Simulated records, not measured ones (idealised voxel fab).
voxel self aligned contacts: a process module
The cross-section shown here is cut; it is 260 nm wide and divided into square cells measuring 5 nm on a side.
Cross-section, as written here: a square-cell grid given band by band from the top down, where a band holds one or more rows of cells.
What a band's entry tells you: where the top is and where the bottom is, as heights in nm, and after that what lies inside, material by material from left to right, each with its width in nm. Empty space is written as the word "air", and a single material marked with the word "throughout" occupies the band from edge to edge.
Counting heights begins at 0, where everything beneath is, in the wafer as received, one material. The lowest band has no bottom; it goes on downwards, as "0 nm and below" shows.
A width given as "30..40" starts at the first number in the band's top row and ends at the second number in its bottom row, shifting by an equal amount at every step from row to row.
The cross-section has no changed cell in any step marked "nothing changed".
The label "Fully sealed cavities" introduces a list of the empty spaces, 8 cells or larger, that have no open way up to the top; each entry in it reads width x height at distance, where the distance is taken from the left edge and all three are stated in nm.
That trailing text on a step's line, after the settings, is the simulator's own remark on the step.
What "overlay nm" on a step's line means: if the step has a mask, that mask lay this far to the right of its planned place, or, when the value is negative, to the left.

-- Intended process steps
| 1 | RECEIVE | material Si |
| 2 | OXIDIZE | depth nm 5 |
| 3 | DIRECTIONAL_DEP | material polySi | thk nm 20 |
| 4 | DIRECTIONAL_DEP | material SiN | thk nm 20 |
| 5 | DIRECTIONAL_DEP | material aC | thk nm 15 |
| 6 | PATTERN | tone cover | mask id GATE | material resist | width nm 25 | pitch nm 50 | thk nm 30 | overlay nm 0 |
| 7 | DIRECTIONAL_ETCH | etch materials aC | depth nm 15 |
| 8 | STRIP | etch materials resist |
| 9 | DIRECTIONAL_ETCH | etch materials SiN | depth nm 20 |
| 10 | DIRECTIONAL_ETCH | etch materials polySi | depth nm 20 |
| 11 | STRIP | etch materials aC |
| 12 | CONFORMAL_DEP | material SiN | thk nm 5 |
| 13 | DIRECTIONAL_ETCH | etch materials SiN | depth nm 5 |
| 14 | FILL_DEP | material SiO2 | thk nm 15 |
| 15 | CMP | height nm 45 |
| 16 | DIRECTIONAL_DEP | material aC | thk nm 15 |
| 17 | PATTERN | tone open | mask id CONTACT | material resist | width nm 35 | thk nm 30 | overlay nm 0 |
| 18 | DIRECTIONAL_ETCH | etch materials aC | depth nm 15 |
| 19 | STRIP | etch materials resist |
| 20 | DIRECTIONAL_ETCH | etch materials SiO2 | depth nm 50 |
| 21 | STRIP | etch materials aC |
| 22 | CONFORMAL_DEP | material TiN | thk nm 5 |
| 23 | FILL_DEP | material W | thk nm 5 |
| 24 | CMP | height nm 45 |
| 25 | CONFORMAL_DEP | material SiN | thk nm 5 |

-- Wafer cross-section on receipt, i.e. after step 1
0 nm and below | Si throughout
Fully sealed cavities: none

-- a wafer at the end: this start, this plan, one mistake
50 nm to 45 nm | SiN throughout
45 nm to 40 nm | SiO2 110 nm, TiN 35 nm, SiO2 115 nm
40 nm to 20 nm | SiO2 80 nm, SiN 45 nm, TiN 5 nm, SiN 45 nm, SiO2 85 nm
20 nm to 0 nm | SiO2 80 nm, SiN 5 nm, polySi 35 nm, SiN 5 nm, TiN 5 nm, SiN 5 nm, polySi 35 nm, SiN 5 nm, SiO2 85 nm
0 nm to -5 nm | SiO2 125 nm, TiN 5 nm, SiO2 130 nm
-5 nm and below | Si throughout
Fully sealed cavities: none
The mistake made against the process plan was this: step 6 deviated from plan and actually ran as PATTERN | tone cover | mask id GATE | material resist | width nm 35 | pitch nm 50 | thk nm 30 | overlay nm 0
